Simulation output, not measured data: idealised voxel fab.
Process module name: voxel wiring stack
Square cell edge 5 nm, section width 155 nm, ID cut.
Throughout this document, each cross-section is represented as a grid of square cells and is presented as a sequence of bands enumerated from the top downward, where a band comprises one or more rows of cells. This entry defines a band. It first specifies the height of the band's top and the height of its bottom in nm, and then specifies the band's materials from left to right, stating each material with its width in nm. The word "full width" identifies a single material that fills the band from edge to edge, while the word "blank" identifies empty space. Ref level 0: as-received wafer is one material below here. Bottom band extends down with no lower bound ("z 0 and below"). Top row gets the first number, bottom row gets the second, and each row in between changes by the same step: that is how a band width like "30->40" works. Where a step carries "nothing different", the cross-section came out of it unchanged, cell for cell. In "Enclosed empty spaces" the enclosed voids are listed, meaning empty spaces of 8 cells or larger without any opening to the top. The form is width x height at distance, distance from the left edge, units nm. Post-settings text on a step line: simulator's own remark regarding the step. overlay nm: how far to the right of its planned place the mask lay on this masked step (negative: to the left).

Below is the list of planned process steps:
step 1: RECEIVE [material Si]
step 2: CONFORMAL_DEP [material SiO2] [thk nm 15]
step 3: DIRECTIONAL_DEP [material TiN] [thk nm 5]
step 4: DIRECTIONAL_DEP [material W] [thk nm 20]
step 5: PATTERN [tone cover] [mask id METAL_1] [material resist] [width nm 20] [pitch nm 50] [thk nm 20] [overlay nm 0]
step 6: DIRECTIONAL_ETCH [etch materials W] [depth nm 20]
step 7: DIRECTIONAL_ETCH [etch materials TiN] [depth nm 5]
step 8: STRIP [etch materials resist]
step 9: CONFORMAL_DEP [material SiCN] [thk nm 5]
step 10: FILL_DEP [material lowk] [thk nm 10]
step 11: CMP [height nm 40]
step 12: CONFORMAL_DEP [material SiCN] [thk nm 5]
step 13: DIRECTIONAL_DEP [material SiO2] [thk nm 35]
step 14: DIRECTIONAL_DEP [material aC] [thk nm 10]
step 15: PATTERN [tone open] [mask id METAL_2] [material resist] [width nm 20] [pitch nm 50] [thk nm 25] [overlay nm 0]
step 16: DIRECTIONAL_ETCH [etch materials aC] [depth nm 10]
step 17: STRIP [etch materials resist]
step 18: DIRECTIONAL_ETCH [etch materials SiO2] [depth nm 20]
step 19: STRIP [etch materials aC]
step 20: PATTERN [tone open] [mask id METAL_2_HOLES] [material resist] [width nm 15] [thk nm 20] [overlay nm 0]
step 21: DIRECTIONAL_ETCH [etch materials SiO2] [depth nm 15]
step 22: DIRECTIONAL_ETCH [etch materials SiCN] [depth nm 5]
step 23: STRIP [etch materials resist]
step 24: CONFORMAL_DEP [material TiN] [thk nm 5]
step 25: FILL_DEP [material Cu] [thk nm 10]
step 26: CMP [height nm 80]
step 27: CONFORMAL_DEP [material SiN] [thk nm 5]

The first of two wafers, run as planned:

Incoming wafer, cross-sectional view, post step 1:
- z 0 and below | Si full width
- Enclosed empty spaces: none

Cross-section through the wafer, step 2 finished:
- z 15 to 0 | SiO2 full width
- Lower than 0, everything is as it was.

Cross-section through the wafer, step 3 finished:
- z 20 to 15 | TiN full width
- Lower than 15, everything is as it was.

Cross-section through the wafer, step 4 finished:
- z 40 to 20 | W full width
- Lower than 20, everything is as it was.

Cross-section through the wafer, step 5 finished:
- z 60 to 40 | 40 blank / 20 resist / 30 blank / 20 resist / 45 blank
- Lower than 40, everything is as it was.

Cross-section through the wafer, step 6 finished:
- z 60 to 40 | 40 blank / 20 resist / 30 blank / 20 resist / 45 blank
- z 40 to 20 | 40 blank / 20 W / 30 blank / 20 W / 45 blank
- Lower than 20, everything is as it was.

Cross-section through the wafer, step 7 finished:
- z 60 to 40 | 40 blank / 20 resist / 30 blank / 20 resist / 45 blank
- z 40 to 20 | 40 blank / 20 W / 30 blank / 20 W / 45 blank
- z 20 to 15 | 40 blank / 20 TiN / 30 blank / 20 TiN / 45 blank
- Lower than 15, everything is as it was.

Cross-section through the wafer, step 8 finished:
- z 40 to 20 | 40 blank / 20 W / 30 blank / 20 W / 45 blank
- Lower than 20, everything is as it was.

Cross-section through the wafer, step 9 finished:
- z 45 to 40 | 35 blank / 30 SiCN / 20 blank / 30 SiCN / 40 blank
- z 40 to 20 | 35 blank / 5 SiCN / 20 W / 5 SiCN / 20 blank / 5 SiCN / 20 W / 5 SiCN / 40 blank
- z 20 to 15 | 40 SiCN / 20 TiN / 30 SiCN / 20 TiN / 45 SiCN
- Lower than 15, everything is as it was.

Cross-section through the wafer, step 10 finished:
- z 55 to 45 | lowk full width
- z 45 to 40 | 35 lowk / 30 SiCN / 20 lowk / 30 SiCN / 40 lowk
- z 40 to 20 | 35 lowk / 5 SiCN / 20 W / 5 SiCN / 20 lowk / 5 SiCN / 20 W / 5 SiCN / 40 lowk
- Lower than 20, everything is as it was.

Cross-section through the wafer, step 11 finished:
- z 40 to 20 | 35 lowk / 5 SiCN / 20 W / 5 SiCN / 20 lowk / 5 SiCN / 20 W / 5 SiCN / 40 lowk
- Lower than 20, everything is as it was.

Cross-section through the wafer, step 12 finished:
- z 45 to 40 | SiCN full width
- Lower than 40, everything is as it was.

Cross-section through the wafer, step 13 finished:
- z 80 to 45 | SiO2 full width
- Lower than 45, everything is as it was.

Cross-section through the wafer, step 14 finished:
- z 90 to 80 | aC full width
- Lower than 80, everything is as it was.

Cross-section through the wafer, step 15 finished:
- z 115 to 90 | 40 resist / 20 blank / 30 resist / 20 blank / 45 resist
- Lower than 90, everything is as it was.

Cross-section through the wafer, step 16 finished:
- z 105 to 90 | 40 resist / 20 blank / 30 resist / 20 blank / 45 resist
- z 90 to 80 | 40 aC / 20 blank / 30 aC / 20 blank / 45 aC
- Lower than 80, everything is as it was.

Cross-section through the wafer, step 17 finished:
- z 90 to 80 | 40 aC / 20 blank / 30 aC / 20 blank / 45 aC
- Lower than 80, everything is as it was.

Cross-section through the wafer, step 18 finished:
- z 90 to 80 | 40 aC / 20 blank / 30 aC / 20 blank / 45 aC
- z 80 to 60 | 40 SiO2 / 20 blank / 30 SiO2 / 20 blank / 45 SiO2
- Lower than 60, everything is as it was.

Cross-section through the wafer, step 19 finished:
- z 80 to 60 | 40 SiO2 / 20 blank / 30 SiO2 / 20 blank / 45 SiO2
- Lower than 60, everything is as it was.

Cross-section through the wafer, step 20 finished:
- z 100 to 80 | 40 resist / 15 blank / 100 resist
- z 80 to 60 | 40 SiO2 / 15 blank / 5 resist / 30 SiO2 / 20 resist / 45 SiO2
- Lower than 60, everything is as it was.

Cross-section through the wafer, step 21 finished:
- z 100 to 80 | 40 resist / 15 blank / 100 resist
- z 80 to 60 | 40 SiO2 / 15 blank / 5 resist / 30 SiO2 / 20 resist / 45 SiO2
- z 60 to 45 | 40 SiO2 / 15 blank / 100 SiO2
- Lower than 45, everything is as it was.

Cross-section through the wafer, step 22 finished:
- z 100 to 80 | 40 resist / 15 blank / 100 resist
- z 80 to 60 | 40 SiO2 / 15 blank / 5 resist / 30 SiO2 / 20 resist / 45 SiO2
- z 60 to 45 | 40 SiO2 / 15 blank / 100 SiO2
- z 45 to 40 | 40 SiCN / 15 blank / 100 SiCN
- Lower than 40, everything is as it was.

Cross-section through the wafer, step 23 finished:
- z 80 to 60 | 40 SiO2 / 20 blank / 30 SiO2 / 20 blank / 45 SiO2
- Lower than 60, everything is as it was.

Cross-section through the wafer, step 24 finished:
- z 85 to 80 | 45 TiN / 10 blank / 40 TiN / 10 blank / 50 TiN
- z 80 to 65 | 40 SiO2 / 5 TiN / 10 blank / 5 TiN / 30 SiO2 / 5 TiN / 10 blank / 5 TiN / 45 SiO2
- z 65 to 60 | 40 SiO2 / 5 TiN / 5 blank / 10 TiN / 30 SiO2 / 20 TiN / 45 SiO2
- z 60 to 45 | 40 SiO2 / 5 TiN / 5 blank / 5 TiN / 100 SiO2
- z 45 to 40 | 40 SiCN / 15 TiN / 100 SiCN
- Lower than 40, everything is as it was.

Cross-section through the wafer, step 25 finished:
- z 95 to 85 | Cu full width
- z 85 to 80 | 45 TiN / 10 Cu / 40 TiN / 10 Cu / 50 TiN
- z 80 to 65 | 40 SiO2 / 5 TiN / 10 Cu / 5 TiN / 30 SiO2 / 5 TiN / 10 Cu / 5 TiN / 45 SiO2
- z 65 to 60 | 40 SiO2 / 5 TiN / 5 Cu / 10 TiN / 30 SiO2 / 20 TiN / 45 SiO2
- z 60 to 45 | 40 SiO2 / 5 TiN / 5 Cu / 5 TiN / 100 SiO2
- Lower than 45, everything is as it was.

Cross-section through the wafer, step 26 finished:
- z 80 to 65 | 40 SiO2 / 5 TiN / 10 Cu / 5 TiN / 30 SiO2 / 5 TiN / 10 Cu / 5 TiN / 45 SiO2
- Lower than 65, everything is as it was.

Cross-section through the wafer, step 27 finished:
- z 85 to 80 | SiN full width
- Lower than 80, everything is as it was.

The second wafer: identical to the first at the outset and in its planned sequence, differing only in that one mistake was made during processing; up to and including step 4, its path is the first wafer's path:

Cross-section of the second wafer at the time step 5 of the plan should have ended:
- z 60 to 40 | 40 resist / 20 blank / 30 resist / 20 blank / 45 resist
- Lower than 40, everything is as it was.

Cross-section of the second wafer at the time step 6 of the plan should have ended:
- z 60 to 40 | 40 resist / 20 blank / 30 resist / 20 blank / 45 resist
- z 40 to 20 | 40 W / 20 blank / 30 W / 20 blank / 45 W
- Lower than 20, everything is as it was.

Cross-section of the second wafer at the time step 7 of the plan should have ended:
- z 60 to 40 | 40 resist / 20 blank / 30 resist / 20 blank / 45 resist
- z 40 to 20 | 40 W / 20 blank / 30 W / 20 blank / 45 W
- z 20 to 15 | 40 TiN / 20 blank / 30 TiN / 20 blank / 45 TiN
- Lower than 15, everything is as it was.

Cross-section of the second wafer at the time step 8 of the plan should have ended:
- z 40 to 20 | 40 W / 20 blank / 30 W / 20 blank / 45 W
- Lower than 20, everything is as it was.

Cross-section of the second wafer at the time step 9 of the plan should have ended:
- z 45 to 40 | 45 SiCN / 10 blank / 40 SiCN / 10 blank / 50 SiCN
- z 40 to 20 | 40 W / 5 SiCN / 10 blank / 5 SiCN / 30 W / 5 SiCN / 10 blank / 5 SiCN / 45 W
- z 20 to 15 | 40 TiN / 20 SiCN / 30 TiN / 20 SiCN / 45 TiN
- Lower than 15, everything is as it was.

Cross-section of the second wafer at the time step 10 of the plan should have ended:
- z 55 to 45 | lowk full width
- z 45 to 40 | 45 SiCN / 10 lowk / 40 SiCN / 10 lowk / 50 SiCN
- z 40 to 20 | 40 W / 5 SiCN / 10 lowk / 5 SiCN / 30 W / 5 SiCN / 10 lowk / 5 SiCN / 45 W
- Lower than 20, everything is as it was.

Cross-section of the second wafer at the time step 11 of the plan should have ended:
- z 40 to 20 | 40 W / 5 SiCN / 10 lowk / 5 SiCN / 30 W / 5 SiCN / 10 lowk / 5 SiCN / 45 W
- Lower than 20, everything is as it was.

Cross-section of the second wafer at the time step 12 of the plan should have ended:
- z 45 to 40 | SiCN full width
- Lower than 40, everything is as it was.

Cross-section of the second wafer at the time step 13 of the plan should have ended:
- z 80 to 45 | SiO2 full width
- Lower than 45, everything is as it was.

Cross-section of the second wafer at the time step 14 of the plan should have ended:
- z 90 to 80 | aC full width
- Lower than 80, everything is as it was.

Cross-section of the second wafer at the time step 15 of the plan should have ended:
- z 115 to 90 | 40 resist / 20 blank / 30 resist / 20 blank / 45 resist
- Lower than 90, everything is as it was.

Cross-section of the second wafer at the time step 16 of the plan should have ended:
- z 105 to 90 | 40 resist / 20 blank / 30 resist / 20 blank / 45 resist
- z 90 to 80 | 40 aC / 20 blank / 30 aC / 20 blank / 45 aC
- Lower than 80, everything is as it was.

Cross-section of the second wafer at the time step 17 of the plan should have ended:
- z 90 to 80 | 40 aC / 20 blank / 30 aC / 20 blank / 45 aC
- Lower than 80, everything is as it was.

Cross-section of the second wafer at the time step 18 of the plan should have ended:
- z 90 to 80 | 40 aC / 20 blank / 30 aC / 20 blank / 45 aC
- z 80 to 60 | 40 SiO2 / 20 blank / 30 SiO2 / 20 blank / 45 SiO2
- Lower than 60, everything is as it was.

Cross-section of the second wafer at the time step 19 of the plan should have ended:
- z 80 to 60 | 40 SiO2 / 20 blank / 30 SiO2 / 20 blank / 45 SiO2
- Lower than 60, everything is as it was.

Cross-section of the second wafer at the time step 20 of the plan should have ended:
- z 100 to 80 | 40 resist / 15 blank / 100 resist
- z 80 to 60 | 40 SiO2 / 15 blank / 5 resist / 30 SiO2 / 20 resist / 45 SiO2
- Lower than 60, everything is as it was.

Cross-section of the second wafer at the time step 21 of the plan should have ended:
- z 100 to 80 | 40 resist / 15 blank / 100 resist
- z 80 to 60 | 40 SiO2 / 15 blank / 5 resist / 30 SiO2 / 20 resist / 45 SiO2
- z 60 to 45 | 40 SiO2 / 15 blank / 100 SiO2
- Lower than 45, everything is as it was.

Cross-section of the second wafer at the time step 22 of the plan should have ended:
- z 100 to 80 | 40 resist / 15 blank / 100 resist
- z 80 to 60 | 40 SiO2 / 15 blank / 5 resist / 30 SiO2 / 20 resist / 45 SiO2
- z 60 to 45 | 40 SiO2 / 15 blank / 100 SiO2
- z 45 to 40 | 40 SiCN / 15 blank / 100 SiCN
- Lower than 40, everything is as it was.

Cross-section of the second wafer at the time step 23 of the plan should have ended:
- z 80 to 60 | 40 SiO2 / 20 blank / 30 SiO2 / 20 blank / 45 SiO2
- Lower than 60, everything is as it was.

Cross-section of the second wafer at the time step 24 of the plan should have ended:
- z 85 to 80 | 45 TiN / 10 blank / 40 TiN / 10 blank / 50 TiN
- z 80 to 65 | 40 SiO2 / 5 TiN / 10 blank / 5 TiN / 30 SiO2 / 5 TiN / 10 blank / 5 TiN / 45 SiO2
- z 65 to 60 | 40 SiO2 / 5 TiN / 5 blank / 10 TiN / 30 SiO2 / 20 TiN / 45 SiO2
- z 60 to 45 | 40 SiO2 / 5 TiN / 5 blank / 5 TiN / 100 SiO2
- z 45 to 40 | 40 SiCN / 15 TiN / 100 SiCN
- Lower than 40, everything is as it was.

Cross-section of the second wafer at the time step 25 of the plan should have ended:
- z 95 to 85 | Cu full width
- z 85 to 80 | 45 TiN / 10 Cu / 40 TiN / 10 Cu / 50 TiN
- z 80 to 65 | 40 SiO2 / 5 TiN / 10 Cu / 5 TiN / 30 SiO2 / 5 TiN / 10 Cu / 5 TiN / 45 SiO2
- z 65 to 60 | 40 SiO2 / 5 TiN / 5 Cu / 10 TiN / 30 SiO2 / 20 TiN / 45 SiO2
- z 60 to 45 | 40 SiO2 / 5 TiN / 5 Cu / 5 TiN / 100 SiO2
- Lower than 45, everything is as it was.

Cross-section of the second wafer at the time step 26 of the plan should have ended:
- z 80 to 65 | 40 SiO2 / 5 TiN / 10 Cu / 5 TiN / 30 SiO2 / 5 TiN / 10 Cu / 5 TiN / 45 SiO2
- Lower than 65, everything is as it was.

Cross-section of the second wafer at the time step 27 of the plan should have ended:
- z 85 to 80 | SiN full width
- Lower than 80, everything is as it was.
Deviation noted in wafer processing: step 5: run off-plan, actual operation and settings PATTERN [tone open] [mask id METAL_1] [material resist] [width nm 20] [pitch nm 50] [thk nm 20] [overlay nm 0]
End check, counted in cells, second wafer has more or fewer of these materials than the first: SiCN -15, TiN +15, W +60, lowk -60
